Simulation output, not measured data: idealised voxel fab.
Documented hereafter: the process module known as voxel transistor to metal.
The width of the displayed cross-section, cut, is 215 nm; its cells are square, with a size of 5 nm.
For the purposes of this document, a cross-section shall be understood as a grid of square cells, specified as bands listed in top-to-bottom order, each band consisting of one or more rows of cells.
First you get the band's top height and its bottom height, in nm, and then the materials it's made of, left to right, with each width in nm. If you see a single material with "throughout", that one covers the band edge to edge. "air" is empty space.
Height is counted from the level 0, under which the received wafer is composed throughout of one material. The lowest of the bands is not closed at the bottom but continues downward, in the notation "top 0, no bottom".
Quick explanation for "30->40": the width changes in equal steps down the rows of cells, from the first number in the band's top row to the second number in its bottom row.
"nothing was modified", as given for a step, is the statement that not any cell of the cross-section underwent a change during that step.
This entry, "Sealed-off cavities", enumerates those empty regions of no fewer than 8 cells that possess no open connection to the top. Each region is reported in the form width x height at distance, the distance being taken from the left edge, with all three quantities expressed in nm.
Anything after a step's settings on that line? It's the simulator's own note about the step.
Steps that use a mask can have "overlay nm" on their line. It says how far the mask sat to the right of where it was meant to be. Negative means to the left.
# The following list gives the planned process steps
1 op RECEIVE | material Si
2 op OXIDIZE | depth nm 5
3 op CONFORMAL_DEP | material SiN | thk nm 10
4 op DIRECTIONAL_DEP | material aC | thk nm 10
5 op PATTERN | tone cover | mask id ACTIVE | material resist | width nm 110 | thk nm 25 | overlay nm 0
6 op DIRECTIONAL_ETCH | etch materials aC | depth nm 10
7 op STRIP | etch materials resist
8 op DIRECTIONAL_ETCH | etch materials SiN | depth nm 10
9 op DIRECTIONAL_ETCH | etch materials SiO2 | depth nm 5
10 op DIRECTIONAL_ETCH | etch materials Si | depth nm 35
11 op STRIP | etch materials aC
12 op OXIDIZE | depth nm 5
13 op FILL_DEP | material SiO2 | thk nm 10
14 op CMP | height nm 10
15 op SELECTIVE_ETCH | etch materials SiO2 | depth nm 10
16 op STRIP | etch materials SiN
17 op SELECTIVE_ETCH | etch materials SiO2 | depth nm 5
18 op OXIDIZE | depth nm 5
19 op DIRECTIONAL_DEP | material polySi | thk nm 25
20 op DIRECTIONAL_DEP | material SiCN | thk nm 10
21 op MASKED_ETCH | tone cover | mask id GATE | width nm 30 | etch materials SiCN | depth nm 20 | overlay nm 0
22 op MASKED_ETCH | tone cover | mask id GATE | width nm 30 | etch materials polySi | depth nm 35 | overlay nm 0
23 op CONFORMAL_DEP | material SiO2 | thk nm 5
24 op DIRECTIONAL_ETCH | etch materials SiO2 | depth nm 5
25 op CONFORMAL_DEP | material SiN | thk nm 5
26 op DIRECTIONAL_ETCH | etch materials SiN | depth nm 5
27 op DIRECTIONAL_ETCH | etch materials SiO2 | depth nm 5
28 op DIRECTIONAL_ETCH | etch materials Si | depth nm 15
29 op EPI | material SiGe | thk nm 20
30 op FILL_DEP | material SiO2 | thk nm 5
31 op CMP | height nm 20
32 op STRIP | etch materials polySi
33 op SELECTIVE_ETCH | etch materials SiO2 | depth nm 5
34 op CONFORMAL_DEP | material HfO2 | thk nm 5
35 op CONFORMAL_DEP | material TiN | thk nm 5
36 op FILL_DEP | material W | thk nm 10
37 op CMP | height nm 15
38 op DIRECTIONAL_DEP | material SiO2 | thk nm 10
39 op PATTERN | tone open | mask id CONTACT | material resist | width nm 15 | pitch nm 75 | thk nm 15 | overlay nm 0
40 op DIRECTIONAL_ETCH | etch materials SiO2 | depth nm 15
41 op STRIP | etch materials resist
42 op CONFORMAL_DEP | material TiN | thk nm 5
43 op FILL_DEP | material W | thk nm 10
44 op CMP | height nm 25
45 op CONFORMAL_DEP | material SiCN | thk nm 5
46 op DIRECTIONAL_DEP | material lowk | thk nm 25
47 op MASKED_ETCH | tone open | mask id METAL_1 | width nm 15 | pitch nm 75 | etch materials lowk | depth nm 25 | overlay nm 0
48 op MASKED_ETCH | tone open | mask id METAL_1 | width nm 15 | pitch nm 75 | etch materials SiCN | depth nm 5 | overlay nm 0
49 op CONFORMAL_DEP | material TiN | thk nm 5
50 op FILL_DEP | material W | thk nm 10
51 op CMP | height nm 55
52 op CONFORMAL_DEP | material SiCN | thk nm 5
# First wafer of two (run as planned)
# Wafer at receipt (post step 1), cross-section
    top 0, no bottom: Si throughout
    Sealed-off cavities: none
# Wafer section view after processing step 2
    top 0, bottom -5: SiO2 throughout
    For the remainder of the cross-section, below -5, there is no change.
# Wafer section view after processing step 3
    top 10, bottom 0: SiN throughout
    For the remainder of the cross-section, below 0, there is no change.
# Wafer section view after processing step 4
    top 20, bottom 10: aC throughout
    For the remainder of the cross-section, below 10, there is no change.
# Wafer section view after processing step 5
    top 45, bottom 20: 50 nm air | 110 nm resist | 55 nm air
    For the remainder of the cross-section, below 20, there is no change.
# Wafer section view after processing step 6
    top 35, bottom 20: 50 nm air | 110 nm resist | 55 nm air
    top 20, bottom 10: 50 nm air | 110 nm aC | 55 nm air
    For the remainder of the cross-section, below 10, there is no change.
# Wafer section view after processing step 7
    top 20, bottom 10: 50 nm air | 110 nm aC | 55 nm air
    For the remainder of the cross-section, below 10, there is no change.
# Wafer section view after processing step 8
    top 20, bottom 10: 50 nm air | 110 nm aC | 55 nm air
    top 10, bottom 0: 50 nm air | 110 nm SiN | 55 nm air
    For the remainder of the cross-section, below 0, there is no change.
# Wafer section view after processing step 9
    top 20, bottom 10: 50 nm air | 110 nm aC | 55 nm air
    top 10, bottom 0: 50 nm air | 110 nm SiN | 55 nm air
    top 0, bottom -5: 50 nm air | 110 nm SiO2 | 55 nm air
    For the remainder of the cross-section, below -5, there is no change.
# Wafer section view after processing step 10
    top 20, bottom 10: 50 nm air | 110 nm aC | 55 nm air
    top 10, bottom 0: 50 nm air | 110 nm SiN | 55 nm air
    top 0, bottom -5: 50 nm air | 110 nm SiO2 | 55 nm air
    top -5, bottom -40: 50 nm air | 110 nm Si | 55 nm air
    For the remainder of the cross-section, below -40, there is no change.
# Wafer section view after processing step 11
    top 10, bottom 0: 50 nm air | 110 nm SiN | 55 nm air
    For the remainder of the cross-section, below 0, there is no change.
# Wafer section view after processing step 12
    top 10, bottom 0: 50 nm air | 110 nm SiN | 55 nm air
    top 0, bottom -5: 50 nm air | 110 nm SiO2 | 55 nm air
    top -5, bottom -40: 50 nm air | 5 nm SiO2 | 100 nm Si | 5 nm SiO2 | 55 nm air
    top -40, bottom -45: 55 nm SiO2 | 100 nm Si | 60 nm SiO2
    For the remainder of the cross-section, below -45, there is no change.
# Wafer section view after processing step 13
    top 20, bottom 10: SiO2 throughout
    top 10, bottom 0: 50 nm SiO2 | 110 nm SiN | 55 nm SiO2
    top 0, bottom -5: SiO2 throughout
    top -5, bottom -45: 55 nm SiO2 | 100 nm Si | 60 nm SiO2
    For the remainder of the cross-section, below -45, there is no change.
# Wafer section view after processing step 14
    top 10, bottom 0: 50 nm SiO2 | 110 nm SiN | 55 nm SiO2
    For the remainder of the cross-section, below 0, there is no change.
# Wafer section view after processing step 15
    top 10, bottom 0: 50 nm air | 110 nm SiN | 55 nm air
    For the remainder of the cross-section, below 0, there is no change.
# Wafer section view after processing step 16
    top 0, bottom -5: SiO2 throughout
    For the remainder of the cross-section, below -5, there is no change.
# Wafer section view after processing step 17
    top -5, bottom -45: 55 nm SiO2 | 100 nm Si | 60 nm SiO2
    For the remainder of the cross-section, below -45, there is no change.
# Wafer section view after processing step 18
    top -5, bottom -10: SiO2 throughout
    For the remainder of the cross-section, below -10, there is no change.
# Wafer section view after processing step 19
    top 20, bottom -5: polySi throughout
    For the remainder of the cross-section, below -5, there is no change.
# Wafer section view after processing step 20
    top 30, bottom 20: SiCN throughout
    For the remainder of the cross-section, below 20, there is no change.
# Wafer section view after processing step 21
    top 30, bottom 20: 90 nm air | 30 nm SiCN | 95 nm air
    For the remainder of the cross-section, below 20, there is no change.
# Wafer section view after processing step 22
    top 30, bottom 20: 90 nm air | 30 nm SiCN | 95 nm air
    top 20, bottom -5: 90 nm air | 30 nm polySi | 95 nm air
    For the remainder of the cross-section, below -5, there is no change.
# Wafer section view after processing step 23
    top 35, bottom 30: 85 nm air | 40 nm SiO2 | 90 nm air
    top 30, bottom 20: 85 nm air | 5 nm SiO2 | 30 nm SiCN | 5 nm SiO2 | 90 nm air
    top 20, bottom 0: 85 nm air | 5 nm SiO2 | 30 nm polySi | 5 nm SiO2 | 90 nm air
    top 0, bottom -5: 90 nm SiO2 | 30 nm polySi | 95 nm SiO2
    For the remainder of the cross-section, below -5, there is no change.
# Wafer section view after processing step 24
    top 30, bottom 20: 85 nm air | 5 nm SiO2 | 30 nm SiCN | 5 nm SiO2 | 90 nm air
    top 20, bottom -5: 85 nm air | 5 nm SiO2 | 30 nm polySi | 5 nm SiO2 | 90 nm air
    For the remainder of the cross-section, below -5, there is no change.
# Wafer section view after processing step 25
    top 35, bottom 30: 80 nm air | 50 nm SiN | 85 nm air
    top 30, bottom 20: 80 nm air | 5 nm SiN | 5 nm SiO2 | 30 nm SiCN | 5 nm SiO2 | 5 nm SiN | 85 nm air
    top 20, bottom 0: 80 nm air | 5 nm SiN | 5 nm SiO2 | 30 nm polySi | 5 nm SiO2 | 5 nm SiN | 85 nm air
    top 0, bottom -5: 85 nm SiN | 5 nm SiO2 | 30 nm polySi | 5 nm SiO2 | 90 nm SiN
    For the remainder of the cross-section, below -5, there is no change.
# Wafer section view after processing step 26
    top 30, bottom 20: 80 nm air | 5 nm SiN | 5 nm SiO2 | 30 nm SiCN | 5 nm SiO2 | 5 nm SiN | 85 nm air
    top 20, bottom -5: 80 nm air | 5 nm SiN | 5 nm SiO2 | 30 nm polySi | 5 nm SiO2 | 5 nm SiN | 85 nm air
    For the remainder of the cross-section, below -5, there is no change.
# Wafer section view after processing step 27
    top 30, bottom 25: 80 nm air | 5 nm SiN | 5 nm air | 30 nm SiCN | 5 nm air | 5 nm SiN | 85 nm air
    top 25, bottom 20: 80 nm air | 5 nm SiN | 5 nm SiO2 | 30 nm SiCN | 5 nm SiO2 | 5 nm SiN | 85 nm air
    top 20, bottom -5: 80 nm air | 5 nm SiN | 5 nm SiO2 | 30 nm polySi | 5 nm SiO2 | 5 nm SiN | 85 nm air
    top -5, bottom -10: 80 nm air | 50 nm SiO2 | 85 nm air
    For the remainder of the cross-section, below -10, there is no change.
# Wafer section view after processing step 28
    top 30, bottom 25: 80 nm air | 5 nm SiN | 5 nm air | 30 nm SiCN | 5 nm air | 5 nm SiN | 85 nm air
    top 25, bottom 20: 80 nm air | 5 nm SiN | 5 nm SiO2 | 30 nm SiCN | 5 nm SiO2 | 5 nm SiN | 85 nm air
    top 20, bottom -5: 80 nm air | 5 nm SiN | 5 nm SiO2 | 30 nm polySi | 5 nm SiO2 | 5 nm SiN | 85 nm air
    top -5, bottom -10: 80 nm air | 50 nm SiO2 | 85 nm air
    top -10, bottom -25: 55 nm SiO2 | 25 nm air | 50 nm Si | 25 nm air | 60 nm SiO2
    For the remainder of the cross-section, below -25, there is no change.
# Wafer section view after processing step 29
    top 30, bottom 25: 80 nm air | 5 nm SiN | 5 nm air | 30 nm SiCN | 5 nm air | 5 nm SiN | 85 nm air
    top 25, bottom 20: 80 nm air | 5 nm SiN | 5 nm SiO2 | 30 nm SiCN | 5 nm SiO2 | 5 nm SiN | 85 nm air
    top 20, bottom 10: 80 nm air | 5 nm SiN | 5 nm SiO2 | 30 nm polySi | 5 nm SiO2 | 5 nm SiN | 85 nm air
    top 10, bottom -5: 60 nm air | 20 nm SiGe | 5 nm SiN | 5 nm SiO2 | 30 nm polySi | 5 nm SiO2 | 5 nm SiN | 20 nm SiGe | 65 nm air
    top -5, bottom -10: 50 nm air | 30 nm SiGe | 50 nm SiO2 | 30 nm SiGe | 55 nm air
    top -10, bottom -25: 55 nm SiO2 | 25 nm SiGe | 50 nm Si | 25 nm SiGe | 60 nm SiO2
    For the remainder of the cross-section, below -25, there is no change.
# Wafer section view after processing step 30
    top 35, bottom 30: SiO2 throughout
    top 30, bottom 20: 80 nm SiO2 | 5 nm SiN | 5 nm SiO2 | 30 nm SiCN | 5 nm SiO2 | 5 nm SiN | 85 nm SiO2
    top 20, bottom 10: 80 nm SiO2 | 5 nm SiN | 5 nm SiO2 | 30 nm polySi | 5 nm SiO2 | 5 nm SiN | 85 nm SiO2
    top 10, bottom -5: 60 nm SiO2 | 20 nm SiGe | 5 nm SiN | 5 nm SiO2 | 30 nm polySi | 5 nm SiO2 | 5 nm SiN | 20 nm SiGe | 65 nm SiO2
    top -5, bottom -10: 50 nm SiO2 | 30 nm SiGe | 50 nm SiO2 | 30 nm SiGe | 55 nm SiO2
    For the remainder of the cross-section, below -10, there is no change.
# Wafer section view after processing step 31
    top 20, bottom 10: 80 nm SiO2 | 5 nm SiN | 5 nm SiO2 | 30 nm polySi | 5 nm SiO2 | 5 nm SiN | 85 nm SiO2
    For the remainder of the cross-section, below 10, there is no change.
# Wafer section view after processing step 32
    top 20, bottom 10: 80 nm SiO2 | 5 nm SiN | 5 nm SiO2 | 30 nm air | 5 nm SiO2 | 5 nm SiN | 85 nm SiO2
    top 10, bottom -5: 60 nm SiO2 | 20 nm SiGe | 5 nm SiN | 5 nm SiO2 | 30 nm air | 5 nm SiO2 | 5 nm SiN | 20 nm SiGe | 65 nm SiO2
    For the remainder of the cross-section, below -5, there is no change.
# Wafer section view after processing step 33
    top 20, bottom 15: 80 nm air | 5 nm SiN | 40 nm air | 5 nm SiN | 85 nm air
    top 15, bottom 10: 80 nm SiO2 | 5 nm SiN | 40 nm air | 5 nm SiN | 85 nm SiO2
    top 10, bottom -5: 60 nm SiO2 | 20 nm SiGe | 5 nm SiN | 40 nm air | 5 nm SiN | 20 nm SiGe | 65 nm SiO2
    top -5, bottom -10: 50 nm SiO2 | 30 nm SiGe | 5 nm SiO2 | 40 nm air | 5 nm SiO2 | 30 nm SiGe | 55 nm SiO2
    For the remainder of the cross-section, below -10, there is no change.
# Wafer section view after processing step 34
    top 25, bottom 20: 75 nm air | 15 nm HfO2 | 30 nm air | 15 nm HfO2 | 80 nm air
    top 20, bottom 15: 80 nm HfO2 | 5 nm SiN | 5 nm HfO2 | 30 nm air | 5 nm HfO2 | 5 nm SiN | 85 nm HfO2
    top 15, bottom 10: 80 nm SiO2 | 5 nm SiN | 5 nm HfO2 | 30 nm air | 5 nm HfO2 | 5 nm SiN | 85 nm SiO2
    top 10, bottom -5: 60 nm SiO2 | 20 nm SiGe | 5 nm SiN | 5 nm HfO2 | 30 nm air | 5 nm HfO2 | 5 nm SiN | 20 nm SiGe | 65 nm SiO2
    top -5, bottom -10: 50 nm SiO2 | 30 nm SiGe | 5 nm SiO2 | 40 nm HfO2 | 5 nm SiO2 | 30 nm SiGe | 55 nm SiO2
    For the remainder of the cross-section, below -10, there is no change.
# Wafer section view after processing step 35
    top 30, bottom 25: 70 nm air | 25 nm TiN | 20 nm air | 25 nm TiN | 75 nm air
    top 25, bottom 20: 75 nm TiN | 15 nm HfO2 | 5 nm TiN | 20 nm air | 5 nm TiN | 15 nm HfO2 | 80 nm TiN
    top 20, bottom 15: 80 nm HfO2 | 5 nm SiN | 5 nm HfO2 | 5 nm TiN | 20 nm air | 5 nm TiN | 5 nm HfO2 | 5 nm SiN | 85 nm HfO2
    top 15, bottom 10: 80 nm SiO2 | 5 nm SiN | 5 nm HfO2 | 5 nm TiN | 20 nm air | 5 nm TiN | 5 nm HfO2 | 5 nm SiN | 85 nm SiO2
    top 10, bottom 0: 60 nm SiO2 | 20 nm SiGe | 5 nm SiN | 5 nm HfO2 | 5 nm TiN | 20 nm air | 5 nm TiN | 5 nm HfO2 | 5 nm SiN | 20 nm SiGe | 65 nm SiO2
    top 0, bottom -5: 60 nm SiO2 | 20 nm SiGe | 5 nm SiN | 5 nm HfO2 | 30 nm TiN | 5 nm HfO2 | 5 nm SiN | 20 nm SiGe | 65 nm SiO2
    For the remainder of the cross-section, below -5, there is no change.
# Wafer section view after processing step 36
    top 40, bottom 30: W throughout
    top 30, bottom 25: 70 nm W | 25 nm TiN | 20 nm W | 25 nm TiN | 75 nm W
    top 25, bottom 20: 75 nm TiN | 15 nm HfO2 | 5 nm TiN | 20 nm W | 5 nm TiN | 15 nm HfO2 | 80 nm TiN
    top 20, bottom 15: 80 nm HfO2 | 5 nm SiN | 5 nm HfO2 | 5 nm TiN | 20 nm W | 5 nm TiN | 5 nm HfO2 | 5 nm SiN | 85 nm HfO2
    top 15, bottom 10: 80 nm SiO2 | 5 nm SiN | 5 nm HfO2 | 5 nm TiN | 20 nm W | 5 nm TiN | 5 nm HfO2 | 5 nm SiN | 85 nm SiO2
    top 10, bottom 0: 60 nm SiO2 | 20 nm SiGe | 5 nm SiN | 5 nm HfO2 | 5 nm TiN | 20 nm W | 5 nm TiN | 5 nm HfO2 | 5 nm SiN | 20 nm SiGe | 65 nm SiO2
    For the remainder of the cross-section, below 0, there is no change.
# Wafer section view after processing step 37
    top 15, bottom 10: 80 nm SiO2 | 5 nm SiN | 5 nm HfO2 | 5 nm TiN | 20 nm W | 5 nm TiN | 5 nm HfO2 | 5 nm SiN | 85 nm SiO2
    For the remainder of the cross-section, below 10, there is no change.
# Wafer section view after processing step 38
    top 25, bottom 15: SiO2 throughout
    For the remainder of the cross-section, below 15, there is no change.
# Wafer section view after processing step 39
    top 40, bottom 25: 60 nm resist | 15 nm air | 60 nm resist | 15 nm air | 65 nm resist
    For the remainder of the cross-section, below 25, there is no change.
# Wafer section view after processing step 40
    top 40, bottom 25: 60 nm resist | 15 nm air | 60 nm resist | 15 nm air | 65 nm resist
    top 25, bottom 15: 60 nm SiO2 | 15 nm air | 60 nm SiO2 | 15 nm air | 65 nm SiO2
    top 15, bottom 10: 60 nm SiO2 | 15 nm air | 5 nm SiO2 | 5 nm SiN | 5 nm HfO2 | 5 nm TiN | 20 nm W | 5 nm TiN | 5 nm HfO2 | 5 nm SiN | 5 nm SiO2 | 15 nm air | 65 nm SiO2
    For the remainder of the cross-section, below 10, there is no change.
# Wafer section view after processing step 41
    top 25, bottom 15: 60 nm SiO2 | 15 nm air | 60 nm SiO2 | 15 nm air | 65 nm SiO2
    For the remainder of the cross-section, below 15, there is no change.
# Wafer section view after processing step 42
    top 30, bottom 25: 65 nm TiN | 5 nm air | 70 nm TiN | 5 nm air | 70 nm TiN
    top 25, bottom 15: 60 nm SiO2 | 5 nm TiN | 5 nm air | 5 nm TiN | 60 nm SiO2 | 5 nm TiN | 5 nm air | 5 nm TiN | 65 nm SiO2
    top 15, bottom 10: 60 nm SiO2 | 15 nm TiN | 5 nm SiO2 | 5 nm SiN | 5 nm HfO2 | 5 nm TiN | 20 nm W | 5 nm TiN | 5 nm HfO2 | 5 nm SiN | 5 nm SiO2 | 15 nm TiN | 65 nm SiO2
    For the remainder of the cross-section, below 10, there is no change.
# Wafer section view after processing step 43
    top 40, bottom 30: W throughout
    top 30, bottom 25: 65 nm TiN | 5 nm W | 70 nm TiN | 5 nm W | 70 nm TiN
    top 25, bottom 15: 60 nm SiO2 | 5 nm TiN | 5 nm W | 5 nm TiN | 60 nm SiO2 | 5 nm TiN | 5 nm W | 5 nm TiN | 65 nm SiO2
    For the remainder of the cross-section, below 15, there is no change.
# Wafer section view after processing step 44
    top 25, bottom 15: 60 nm SiO2 | 5 nm TiN | 5 nm W | 5 nm TiN | 60 nm SiO2 | 5 nm TiN | 5 nm W | 5 nm TiN | 65 nm SiO2
    For the remainder of the cross-section, below 15, there is no change.
# Wafer section view after processing step 45
    top 30, bottom 25: SiCN throughout
    For the remainder of the cross-section, below 25, there is no change.
# Wafer section view after processing step 46
    top 55, bottom 30: lowk throughout
    For the remainder of the cross-section, below 30, there is no change.
# Wafer section view after processing step 47
    top 55, bottom 30: 60 nm lowk | 15 nm air | 60 nm lowk | 15 nm air | 65 nm lowk
    For the remainder of the cross-section, below 30, there is no change.
# Wafer section view after processing step 48
    top 55, bottom 30: 60 nm lowk | 15 nm air | 60 nm lowk | 15 nm air | 65 nm lowk
    top 30, bottom 25: 60 nm SiCN | 15 nm air | 60 nm SiCN | 15 nm air | 65 nm SiCN
    For the remainder of the cross-section, below 25, there is no change.
# Wafer section view after processing step 49
    top 60, bottom 55: 65 nm TiN | 5 nm air | 70 nm TiN | 5 nm air | 70 nm TiN
    top 55, bottom 30: 60 nm lowk | 5 nm TiN | 5 nm air | 5 nm TiN | 60 nm lowk | 5 nm TiN | 5 nm air | 5 nm TiN | 65 nm lowk
    top 30, bottom 25: 60 nm SiCN | 15 nm TiN | 60 nm SiCN | 15 nm TiN | 65 nm SiCN
    For the remainder of the cross-section, below 25, there is no change.
# Wafer section view after processing step 50
    top 70, bottom 60: W throughout
    top 60, bottom 55: 65 nm TiN | 5 nm W | 70 nm TiN | 5 nm W | 70 nm TiN
    top 55, bottom 30: 60 nm lowk | 5 nm TiN | 5 nm W | 5 nm TiN | 60 nm lowk | 5 nm TiN | 5 nm W | 5 nm TiN | 65 nm lowk
    For the remainder of the cross-section, below 30, there is no change.
# Wafer section view after processing step 51
    top 55, bottom 30: 60 nm lowk | 5 nm TiN | 5 nm W | 5 nm TiN | 60 nm lowk | 5 nm TiN | 5 nm W | 5 nm TiN | 65 nm lowk
    For the remainder of the cross-section, below 30, there is no change.
# Wafer section view after processing step 52
    top 60, bottom 55: SiCN throughout
    For the remainder of the cross-section, below 55, there is no change.
# Here the second wafer is described. Its start and its plan were those of the first wafer. Its run contained one mistake. Up to and including step 44, it did exactly what the first wafer did
# when step 45 should have ended
    top 30, bottom 25: TiN throughout
    For the remainder of the cross-section, below 25, there is no change.
# when step 46 should have ended
    top 55, bottom 30: lowk throughout
    For the remainder of the cross-section, below 30, there is no change.
# when step 47 should have ended
    top 55, bottom 30: 60 nm lowk | 15 nm air | 60 nm lowk | 15 nm air | 65 nm lowk
    For the remainder of the cross-section, below 30, there is no change.
when step 48 should have ended: nothing was modified
# when step 49 should have ended
    top 60, bottom 55: 65 nm TiN | 5 nm air | 70 nm TiN | 5 nm air | 70 nm TiN
    top 55, bottom 35: 60 nm lowk | 5 nm TiN | 5 nm air | 5 nm TiN | 60 nm lowk | 5 nm TiN | 5 nm air | 5 nm TiN | 65 nm lowk
    top 35, bottom 30: 60 nm lowk | 15 nm TiN | 60 nm lowk | 15 nm TiN | 65 nm lowk
    For the remainder of the cross-section, below 30, there is no change.
# when step 50 should have ended
    top 70, bottom 60: W throughout
    top 60, bottom 55: 65 nm TiN | 5 nm W | 70 nm TiN | 5 nm W | 70 nm TiN
    top 55, bottom 35: 60 nm lowk | 5 nm TiN | 5 nm W | 5 nm TiN | 60 nm lowk | 5 nm TiN | 5 nm W | 5 nm TiN | 65 nm lowk
    For the remainder of the cross-section, below 35, there is no change.
# when step 51 should have ended
    top 55, bottom 35: 60 nm lowk | 5 nm TiN | 5 nm W | 5 nm TiN | 60 nm lowk | 5 nm TiN | 5 nm W | 5 nm TiN | 65 nm lowk
    For the remainder of the cross-section, below 35, there is no change.
# when step 52 should have ended
    top 60, bottom 55: SiCN throughout
    For the remainder of the cross-section, below 55, there is no change.
So what did we get wrong on this run? note that step 45 departed from the planned setting and was carried out as op CONFORMAL_DEP | material TiN | thk nm 5
Heads up, by the end the second wafer has more or fewer cells of some materials compared to the first: 37 fewer of SiCN | 39 more of TiN | 2 fewer of W
